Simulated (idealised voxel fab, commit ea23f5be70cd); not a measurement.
process module | voxel wiring stack
cross-section cut | 245 nm wide | cells 5 nm
A cross-section is a grid of square cells, given in bands from the top down. A band is one or more rows of cells.
Each band's line starts with the height of the band's top and of its bottom, in nm. Then come its materials from left to right, each with its width in nm. One material with "throughout" fills the band from edge to edge. "air" is empty space.
Height 0 is the level under which the wafer as received is all one material. The lowest band goes on downwards, as in "0 down".
A width such as "30 to 40" changes by the same amount from each row of cells to the next, from the band's top row to its bottom row.
"no change" after a step means that no cell of the cross-section changed.
closed voids: empty space of 8 cells or more with no open way to the top, each as width x height at its distance from the left edge, in nm
after a step's settings: what the simulator itself notes on the step
overlay nm, on a step with a mask: how far to the right of its planned place the mask lay; to the left if negative
plan
1 op RECEIVE | material Si
2 op CONFORMAL_DEP | material SiO2 | thk nm 10
3 op DIRECTIONAL_DEP | material TiN | thk nm 5
4 op DIRECTIONAL_DEP | material Ru | thk nm 20
5 op PATTERN | tone cover | mask id METAL_1 | material resist | width nm 20 | pitch nm 35 | thk nm 15 | overlay nm 0
6 op DIRECTIONAL_ETCH | etch materials Ru | depth nm 20
7 op DIRECTIONAL_ETCH | etch materials TiN | depth nm 5
8 op STRIP | etch materials resist
9 op CONFORMAL_DEP | material SiN | thk nm 5
10 op FILL_DEP | material SiO2 | thk nm 5
11 op CMP | height nm 35
12 op CONFORMAL_DEP | material SiCN | thk nm 5
13 op DIRECTIONAL_DEP | material SiO2 | thk nm 20
14 op DIRECTIONAL_DEP | material aC | thk nm 15
15 op PATTERN | tone open | mask id PLUG_1 | material resist | width nm 15 | pitch nm 70 | thk nm 30 | overlay nm 0
16 op DIRECTIONAL_ETCH | etch materials aC | depth nm 15
17 op STRIP | etch materials resist
18 op DIRECTIONAL_ETCH | etch materials SiO2 | depth nm 20
19 op DIRECTIONAL_ETCH | etch materials SiCN | depth nm 5
20 op STRIP | etch materials aC
21 op EPI | material Ru | thk nm 10
22 op EPI | material Ru | thk nm 10
23 op EPI | material Ru | thk nm 5
24 op DIRECTIONAL_DEP | material TiN | thk nm 5
25 op DIRECTIONAL_DEP | material Ru | thk nm 20
26 op MASKED_ETCH | tone cover | mask id METAL_2 | width nm 20 | pitch nm 35 | etch materials Ru | depth nm 20 | overlay nm 0
27 op MASKED_ETCH | tone cover | mask id METAL_2 | width nm 20 | pitch nm 35 | etch materials TiN | depth nm 5 | overlay nm 0
28 op FILL_DEP | material SiO2 | thk nm 10
29 op CMP | height nm 85
30 op CONFORMAL_DEP | material SiCN | thk nm 5
31 op DIRECTIONAL_DEP | material SiO2 | thk nm 15
32 op MASKED_ETCH | tone open | mask id PLUG_2 | width nm 15 | pitch nm 35 | etch materials SiO2 | depth nm 15 | overlay nm 0
33 op MASKED_ETCH | tone open | mask id PLUG_2 | width nm 15 | pitch nm 35 | etch materials SiCN | depth nm 5 | overlay nm 0
34 op CONFORMAL_DEP | material TiN | thk nm 5
35 op FILL_DEP | material W | thk nm 5
36 op CMP | height nm 105
37 op DIRECTIONAL_DEP | material TiN | thk nm 5
38 op DIRECTIONAL_DEP | material W | thk nm 25
39 op PATTERN | tone cover | mask id METAL_3 | material resist | width nm 20 | pitch nm 35 | thk nm 20 | overlay nm 0
40 op DIRECTIONAL_ETCH | etch materials W | depth nm 25
41 op DIRECTIONAL_ETCH | etch materials TiN | depth nm 5
42 op STRIP | etch materials resist
43 op FILL_DEP | material SiO2 | thk nm 5
44 op CMP | height nm 135
45 op CONFORMAL_DEP | material SiN | thk nm 5
varied across the wafers: width nm of step 15. The plan shows the first wafer's value. All wafers start alike
first wafer as received, after step 1
  0 down: Si throughout
  closed voids: none
each wafer at the end: cells of each material gained (+) or lost (-) since it was received, then its closed voids
width nm 15 | +158 Ru | +80 SiCN | +114 SiN | +844 SiO2 | +84 TiN | +92 W | closed voids: none
width nm 20 | +168 Ru | +78 SiCN | +114 SiN | +836 SiO2 | +84 TiN | +92 W | closed voids: none
width nm 25 | +178 Ru | +76 SiCN | +114 SiN | +828 SiO2 | +84 TiN | +92 W | closed voids: none
width nm 30 | +188 Ru | +74 SiCN | +114 SiN | +820 SiO2 | +84 TiN | +92 W | closed voids: none
